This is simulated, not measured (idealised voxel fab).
Name of the process module below: voxel self aligned vias
The cross-section on display is named cut; it measures 220 nm wide, and its cells are 5 nm squares.
A cross-section is a grid of square cells, given in bands from the top down. A band is one or more rows of cells.
Band entry format. Leading values: height of top, height of bottom, nm. Remainder: materials in left-to-right order, each with its width in nm. Special words: "full width" on a single material, which then fills the band edge to edge; "air", empty space.
Height datum 0, below which the as-received substrate wafer is one material. Lowest band open at the bottom, running downward: "0 and below".
So if you see something like "30..40" for the width, read it as the top row of the band sitting at the first number and the bottom row at the second, with every row in between moving by the same amount as the last.
No cell of the cross-section changed in a step that is given as "nothing different".
Empty spaces without an open route to the top, at least 8 cells in extent, make up the entry "Unvented cavities"; each is given as width x height at distance, where the distance is measured from the left edge, and all are in nm.
That trailing text on a step's line, after the settings, is the simulator's own remark on the step.
Steps that use a mask can have "overlay nm" on their line. It says how far the mask sat to the right of where it was meant to be. Negative means to the left.

# The planned process steps are enumerated hereunder
1,RECEIVE: material Si
2,CONFORMAL_DEP: material SiO2, thk nm 15
3,CONFORMAL_DEP: material SiCN, thk nm 5
4,DIRECTIONAL_DEP: material lowk, thk nm 20
5,DIRECTIONAL_DEP: material aC, thk nm 10
6,PATTERN: tone open, mask id LINES, material resist, width nm 25, pitch nm 55, thk nm 25, overlay nm 0
7,DIRECTIONAL_ETCH: etch materials aC, depth nm 10
8,STRIP: etch materials resist
9,DIRECTIONAL_ETCH: etch materials lowk, depth nm 20
10,STRIP: etch materials aC
11,CONFORMAL_DEP: material TiN, thk nm 5
12,FILL_DEP: material W, thk nm 10
13,CMP: height nm 40
14,SELECTIVE_ETCH: etch materials W Ru TiN, depth nm 5
15,FILL_DEP: material SiN, thk nm 10
16,CMP: height nm 40
17,DIRECTIONAL_DEP: material lowk, thk nm 20
18,PATTERN: tone open, mask id VIAS, material resist, width nm 35, pitch nm 110, thk nm 15, overlay nm 0
19,DIRECTIONAL_ETCH: etch materials lowk, depth nm 20
20,DIRECTIONAL_ETCH: etch materials SiN, depth nm 5
21,STRIP: etch materials resist
22,CONFORMAL_DEP: material TiN, thk nm 5
23,FILL_DEP: material Cu, thk nm 10
24,CMP: height nm 60
25,CONFORMAL_DEP: material SiN, thk nm 5

# First of the two wafers, run per plan

# Cross-section: wafer on arrival = after step 1
0 and below: Si full width
Unvented cavities: none

# After step 2, in cross-section
15 down to 0: SiO2 full width
Lower than 0, everything is as it was.

# After step 3, in cross-section
20 down to 15: SiCN full width
Lower than 15, everything is as it was.

# After step 4, in cross-section
40 down to 20: lowk full width
Lower than 20, everything is as it was.

# After step 5, in cross-section
50 down to 40: aC full width
Lower than 40, everything is as it was.

# After step 6, in cross-section
75 down to 50: resist 40 nm | air 25 nm | resist 30 nm | air 25 nm | resist 30 nm | air 25 nm | resist 45 nm
Lower than 50, everything is as it was.

# After step 7, in cross-section
65 down to 50: resist 40 nm | air 25 nm | resist 30 nm | air 25 nm | resist 30 nm | air 25 nm | resist 45 nm
50 down to 40: aC 40 nm | air 25 nm | aC 30 nm | air 25 nm | aC 30 nm | air 25 nm | aC 45 nm
Lower than 40, everything is as it was.

# After step 8, in cross-section
50 down to 40: aC 40 nm | air 25 nm | aC 30 nm | air 25 nm | aC 30 nm | air 25 nm | aC 45 nm
Lower than 40, everything is as it was.

# After step 9, in cross-section
50 down to 40: aC 40 nm | air 25 nm | aC 30 nm | air 25 nm | aC 30 nm | air 25 nm | aC 45 nm
40 down to 20: lowk 40 nm | air 25 nm | lowk 30 nm | air 25 nm | lowk 30 nm | air 25 nm | lowk 45 nm
Lower than 20, everything is as it was.

# After step 10, in cross-section
40 down to 20: lowk 40 nm | air 25 nm | lowk 30 nm | air 25 nm | lowk 30 nm | air 25 nm | lowk 45 nm
Lower than 20, everything is as it was.

# After step 11, in cross-section
45 down to 40: TiN 45 nm | air 15 nm | TiN 40 nm | air 15 nm | TiN 40 nm | air 15 nm | TiN 50 nm
40 down to 25: lowk 40 nm | TiN 5 nm | air 15 nm | TiN 5 nm | lowk 30 nm | TiN 5 nm | air 15 nm | TiN 5 nm | lowk 30 nm | TiN 5 nm | air 15 nm | TiN 5 nm | lowk 45 nm
25 down to 20: lowk 40 nm | TiN 25 nm | lowk 30 nm | TiN 25 nm | lowk 30 nm | TiN 25 nm | lowk 45 nm
Lower than 20, everything is as it was.

# After step 12, in cross-section
55 down to 45: W full width
45 down to 40: TiN 45 nm | W 15 nm | TiN 40 nm | W 15 nm | TiN 40 nm | W 15 nm | TiN 50 nm
40 down to 25: lowk 40 nm | TiN 5 nm | W 15 nm | TiN 5 nm | lowk 30 nm | TiN 5 nm | W 15 nm | TiN 5 nm | lowk 30 nm | TiN 5 nm | W 15 nm | TiN 5 nm | lowk 45 nm
Lower than 25, everything is as it was.

# After step 13, in cross-section
40 down to 25: lowk 40 nm | TiN 5 nm | W 15 nm | TiN 5 nm | lowk 30 nm | TiN 5 nm | W 15 nm | TiN 5 nm | lowk 30 nm | TiN 5 nm | W 15 nm | TiN 5 nm | lowk 45 nm
Lower than 25, everything is as it was.

# After step 14, in cross-section
40 down to 35: lowk 40 nm | air 25 nm | lowk 30 nm | air 25 nm | lowk 30 nm | air 25 nm | lowk 45 nm
Lower than 35, everything is as it was.

# After step 15, in cross-section
50 down to 40: SiN full width
40 down to 35: lowk 40 nm | SiN 25 nm | lowk 30 nm | SiN 25 nm | lowk 30 nm | SiN 25 nm | lowk 45 nm
Lower than 35, everything is as it was.

# After step 16, in cross-section
40 down to 35: lowk 40 nm | SiN 25 nm | lowk 30 nm | SiN 25 nm | lowk 30 nm | SiN 25 nm | lowk 45 nm
Lower than 35, everything is as it was.

# After step 17, in cross-section
60 down to 40: lowk full width
Lower than 40, everything is as it was.

# After step 18, in cross-section
75 down to 60: resist 35 nm | air 35 nm | resist 75 nm | air 35 nm | resist 40 nm
Lower than 60, everything is as it was.

# After step 19, in cross-section
75 down to 60: resist 35 nm | air 35 nm | resist 75 nm | air 35 nm | resist 40 nm
60 down to 40: lowk 35 nm | air 35 nm | lowk 75 nm | air 35 nm | lowk 40 nm
Lower than 40, everything is as it was.

# After step 20, in cross-section
75 down to 60: resist 35 nm | air 35 nm | resist 75 nm | air 35 nm | resist 40 nm
60 down to 40: lowk 35 nm | air 35 nm | lowk 75 nm | air 35 nm | lowk 40 nm
40 down to 35: lowk 40 nm | air 25 nm | lowk 30 nm | SiN 25 nm | lowk 30 nm | air 25 nm | lowk 45 nm
Lower than 35, everything is as it was.

# After step 21, in cross-section
60 down to 40: lowk 35 nm | air 35 nm | lowk 75 nm | air 35 nm | lowk 40 nm
Lower than 40, everything is as it was.

# After step 22, in cross-section
65 down to 60: TiN 40 nm | air 25 nm | TiN 85 nm | air 25 nm | TiN 45 nm
60 down to 45: lowk 35 nm | TiN 5 nm | air 25 nm | TiN 5 nm | lowk 75 nm | TiN 5 nm | air 25 nm | TiN 5 nm | lowk 40 nm
45 down to 40: lowk 35 nm | TiN 10 nm | air 15 nm | TiN 10 nm | lowk 75 nm | TiN 10 nm | air 15 nm | TiN 10 nm | lowk 40 nm
40 down to 35: lowk 40 nm | TiN 25 nm | lowk 30 nm | SiN 25 nm | lowk 30 nm | TiN 25 nm | lowk 45 nm
Lower than 35, everything is as it was.

# After step 23, in cross-section
75 down to 65: Cu full width
65 down to 60: TiN 40 nm | Cu 25 nm | TiN 85 nm | Cu 25 nm | TiN 45 nm
60 down to 45: lowk 35 nm | TiN 5 nm | Cu 25 nm | TiN 5 nm | lowk 75 nm | TiN 5 nm | Cu 25 nm | TiN 5 nm | lowk 40 nm
45 down to 40: lowk 35 nm | TiN 10 nm | Cu 15 nm | TiN 10 nm | lowk 75 nm | TiN 10 nm | Cu 15 nm | TiN 10 nm | lowk 40 nm
Lower than 40, everything is as it was.

# After step 24, in cross-section
60 down to 45: lowk 35 nm | TiN 5 nm | Cu 25 nm | TiN 5 nm | lowk 75 nm | TiN 5 nm | Cu 25 nm | TiN 5 nm | lowk 40 nm
Lower than 45, everything is as it was.

# After step 25, in cross-section
65 down to 60: SiN full width
Lower than 60, everything is as it was.

# Wafer two. Identical start, identical plan. One mistake in execution. Identical history through step 1

# X-section, second wafer, when step 2 was due to finish
5 down to 0: SiO2 full width
Lower than 0, everything is as it was.

# X-section, second wafer, when step 3 was due to finish
10 down to 5: SiCN full width
Lower than 5, everything is as it was.

# X-section, second wafer, when step 4 was due to finish
30 down to 10: lowk full width
Lower than 10, everything is as it was.

# X-section, second wafer, when step 5 was due to finish
40 down to 30: aC full width
Lower than 30, everything is as it was.

# X-section, second wafer, when step 6 was due to finish
65 down to 40: resist 40 nm | air 25 nm | resist 30 nm | air 25 nm | resist 30 nm | air 25 nm | resist 45 nm
Lower than 40, everything is as it was.

# X-section, second wafer, when step 7 was due to finish
55 down to 40: resist 40 nm | air 25 nm | resist 30 nm | air 25 nm | resist 30 nm | air 25 nm | resist 45 nm
40 down to 30: aC 40 nm | air 25 nm | aC 30 nm | air 25 nm | aC 30 nm | air 25 nm | aC 45 nm
Lower than 30, everything is as it was.

# X-section, second wafer, when step 8 was due to finish
40 down to 30: aC 40 nm | air 25 nm | aC 30 nm | air 25 nm | aC 30 nm | air 25 nm | aC 45 nm
Lower than 30, everything is as it was.

# X-section, second wafer, when step 9 was due to finish
40 down to 30: aC 40 nm | air 25 nm | aC 30 nm | air 25 nm | aC 30 nm | air 25 nm | aC 45 nm
30 down to 10: lowk 40 nm | air 25 nm | lowk 30 nm | air 25 nm | lowk 30 nm | air 25 nm | lowk 45 nm
Lower than 10, everything is as it was.

# X-section, second wafer, when step 10 was due to finish
30 down to 10: lowk 40 nm | air 25 nm | lowk 30 nm | air 25 nm | lowk 30 nm | air 25 nm | lowk 45 nm
Lower than 10, everything is as it was.

# X-section, second wafer, when step 11 was due to finish
35 down to 30: TiN 45 nm | air 15 nm | TiN 40 nm | air 15 nm | TiN 40 nm | air 15 nm | TiN 50 nm
30 down to 15: lowk 40 nm | TiN 5 nm | air 15 nm | TiN 5 nm | lowk 30 nm | TiN 5 nm | air 15 nm | TiN 5 nm | lowk 30 nm | TiN 5 nm | air 15 nm | TiN 5 nm | lowk 45 nm
15 down to 10: lowk 40 nm | TiN 25 nm | lowk 30 nm | TiN 25 nm | lowk 30 nm | TiN 25 nm | lowk 45 nm
Lower than 10, everything is as it was.

# X-section, second wafer, when step 12 was due to finish
45 down to 35: W full width
35 down to 30: TiN 45 nm | W 15 nm | TiN 40 nm | W 15 nm | TiN 40 nm | W 15 nm | TiN 50 nm
30 down to 15: lowk 40 nm | TiN 5 nm | W 15 nm | TiN 5 nm | lowk 30 nm | TiN 5 nm | W 15 nm | TiN 5 nm | lowk 30 nm | TiN 5 nm | W 15 nm | TiN 5 nm | lowk 45 nm
Lower than 15, everything is as it was.

# X-section, second wafer, when step 13 was due to finish
40 down to 35: W full width
Lower than 35, everything is as it was.

# X-section, second wafer, when step 14 was due to finish
35 down to 30: TiN 45 nm | W 15 nm | TiN 40 nm | W 15 nm | TiN 40 nm | W 15 nm | TiN 50 nm
Lower than 30, everything is as it was.

# X-section, second wafer, when step 15 was due to finish
45 down to 35: SiN full width
Lower than 35, everything is as it was.

# X-section, second wafer, when step 16 was due to finish
40 down to 35: SiN full width
Lower than 35, everything is as it was.

# X-section, second wafer, when step 17 was due to finish
60 down to 40: lowk full width
Lower than 40, everything is as it was.

# X-section, second wafer, when step 18 was due to finish
75 down to 60: resist 35 nm | air 35 nm | resist 75 nm | air 35 nm | resist 40 nm
Lower than 60, everything is as it was.

# X-section, second wafer, when step 19 was due to finish
75 down to 60: resist 35 nm | air 35 nm | resist 75 nm | air 35 nm | resist 40 nm
60 down to 40: lowk 35 nm | air 35 nm | lowk 75 nm | air 35 nm | lowk 40 nm
Lower than 40, everything is as it was.

# X-section, second wafer, when step 20 was due to finish
75 down to 60: resist 35 nm | air 35 nm | resist 75 nm | air 35 nm | resist 40 nm
60 down to 40: lowk 35 nm | air 35 nm | lowk 75 nm | air 35 nm | lowk 40 nm
40 down to 35: SiN 35 nm | air 35 nm | SiN 75 nm | air 35 nm | SiN 40 nm
Lower than 35, everything is as it was.

# X-section, second wafer, when step 21 was due to finish
60 down to 40: lowk 35 nm | air 35 nm | lowk 75 nm | air 35 nm | lowk 40 nm
Lower than 40, everything is as it was.

# X-section, second wafer, when step 22 was due to finish
65 down to 60: TiN 40 nm | air 25 nm | TiN 85 nm | air 25 nm | TiN 45 nm
60 down to 40: lowk 35 nm | TiN 5 nm | air 25 nm | TiN 5 nm | lowk 75 nm | TiN 5 nm | air 25 nm | TiN 5 nm | lowk 40 nm
40 down to 35: SiN 35 nm | TiN 35 nm | SiN 75 nm | TiN 35 nm | SiN 40 nm
Lower than 35, everything is as it was.

# X-section, second wafer, when step 23 was due to finish
75 down to 65: Cu full width
65 down to 60: TiN 40 nm | Cu 25 nm | TiN 85 nm | Cu 25 nm | TiN 45 nm
60 down to 40: lowk 35 nm | TiN 5 nm | Cu 25 nm | TiN 5 nm | lowk 75 nm | TiN 5 nm | Cu 25 nm | TiN 5 nm | lowk 40 nm
Lower than 40, everything is as it was.

# X-section, second wafer, when step 24 was due to finish
60 down to 40: lowk 35 nm | TiN 5 nm | Cu 25 nm | TiN 5 nm | lowk 75 nm | TiN 5 nm | Cu 25 nm | TiN 5 nm | lowk 40 nm
Lower than 40, everything is as it was.

# X-section, second wafer, when step 25 was due to finish
65 down to 60: SiN full width
Lower than 60, everything is as it was.
The mistake made against the process plan was this: step 2: run off-plan, actual operation and settings CONFORMAL_DEP: material SiO2, thk nm 5
Upon completion, the second wafer contains, in terms of cells, a greater or smaller amount of certain materials than the first wafer: +4 Cu | +25 SiN | -88 SiO2 | +41 TiN | +18 W
